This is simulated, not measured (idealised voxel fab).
process module | voxel self aligned vias
cross-section cut | 280 nm wide | cells 5 nm
A cross-section is a grid of square cells, given in bands from the top down. A band is one or more rows of cells.
Each band's line starts with the height of the band's top and of its bottom, in nm. Then come its materials from left to right, each with its width in nm. One material with "throughout" fills the band from edge to edge. "air" is empty space.
Height 0 is the level under which the wafer as received is all one material. The lowest band goes on downwards, as in "0 down".
A width such as "30 to 40" changes by the same amount from each row of cells to the next, from the band's top row to its bottom row.
"no change" after a step means that no cell of the cross-section changed.
closed voids: empty space of 8 cells or more with no open way to the top, each as width x height at its distance from the left edge, in nm
after a step's settings: what the simulator itself notes on the step
overlay nm, on a step with a mask: how far to the right of its planned place the mask lay; to the left if negative
plan
1 op RECEIVE | material Si
2 op CONFORMAL_DEP | material SiO2 | thk nm 10
3 op CONFORMAL_DEP | material SiCN | thk nm 5
4 op DIRECTIONAL_DEP | material lowk | thk nm 30
5 op DIRECTIONAL_DEP | material aC | thk nm 15
6 op PATTERN | tone open | mask id LINES | material resist | width nm 30 | pitch nm 65 | thk nm 35 | overlay nm 0
7 op DIRECTIONAL_ETCH | etch materials aC | depth nm 15
8 op STRIP | etch materials resist
9 op DIRECTIONAL_ETCH | etch materials lowk | depth nm 30
10 op STRIP | etch materials aC
11 op CONFORMAL_DEP | material TiN | thk nm 5
12 op FILL_DEP | material W | thk nm 10
13 op CMP | height nm 45
14 op SELECTIVE_ETCH | etch materials W Ru TiN | depth nm 10
15 op FILL_DEP | material SiN | thk nm 5
16 op CMP | height nm 45
17 op DIRECTIONAL_DEP | material lowk | thk nm 20
18 op MASKED_ETCH | tone open | mask id VIAS | width nm 50 | pitch nm 65 | etch materials lowk | depth nm 20 | overlay nm 0
19 op MASKED_ETCH | tone open | mask id VIAS | width nm 50 | pitch nm 65 | etch materials SiN | depth nm 10 | overlay nm 0
20 op CONFORMAL_DEP | material TiN | thk nm 5
21 op FILL_DEP | material Ru | thk nm 10
22 op CMP | height nm 65
23 op CONFORMAL_DEP | material SiN | thk nm 5
as received, after step 1
  0 down: Si throughout
  closed voids: none
first wafer at the end, as planned
  70 to 65: SiN throughout
  65 to 50: lowk 50 | TiN 5 | Ru 40 | TiN 5 | lowk 15 | TiN 5 | Ru 40 | TiN 5 | lowk 15 | TiN 5 | Ru 40 | TiN 5 | lowk 50
  50 to 40: lowk 50 to 60 | TiN 15 to 5 | Ru 20 | TiN 15 to 5 | lowk 15 to 35 | TiN 15 to 5 | Ru 20 | TiN 15 to 5 | lowk 15 to 35 | TiN 15 to 5 | Ru 20 | TiN 15 to 5 | lowk 50 to 60
  40 to 35: lowk 60 | TiN 30 | lowk 35 | TiN 30 | lowk 35 | TiN 30 | lowk 60
  35 to 20: lowk 60 | TiN 5 | W 20 | TiN 5 | lowk 35 | TiN 5 | W 20 | TiN 5 | lowk 35 | TiN 5 | W 20 | TiN 5 | lowk 60
  20 to 15: lowk 60 | TiN 30 | lowk 35 | TiN 30 | lowk 35 | TiN 30 | lowk 60
  15 to 10: SiCN throughout
  10 to 0: SiO2 throughout
  0 down: Si throughout
  closed voids: none
second wafer at the end: like start, like plan, one mistake
  70 to 65: SiN throughout
  65 to 50: lowk 50 | TiN 5 | Ru 40 | TiN 5 | lowk 15 | TiN 5 | Ru 40 | TiN 5 | lowk 15 | TiN 5 | Ru 40 | TiN 5 | lowk 50
  50 to 45: lowk 50 | TiN 50 | lowk 15 | TiN 50 | lowk 15 | TiN 50 | lowk 50
  45 to 40: SiCN throughout
  40 to 10: lowk throughout
  10 to 0: SiO2 throughout
  0 down: Si throughout
  closed voids: none
what went wrong: steps 3 and 4 were swapped
at the end the second wafer has, in cells: 24 fewer of Ru | 48 fewer of TiN | 36 fewer of W | 108 more of lowk
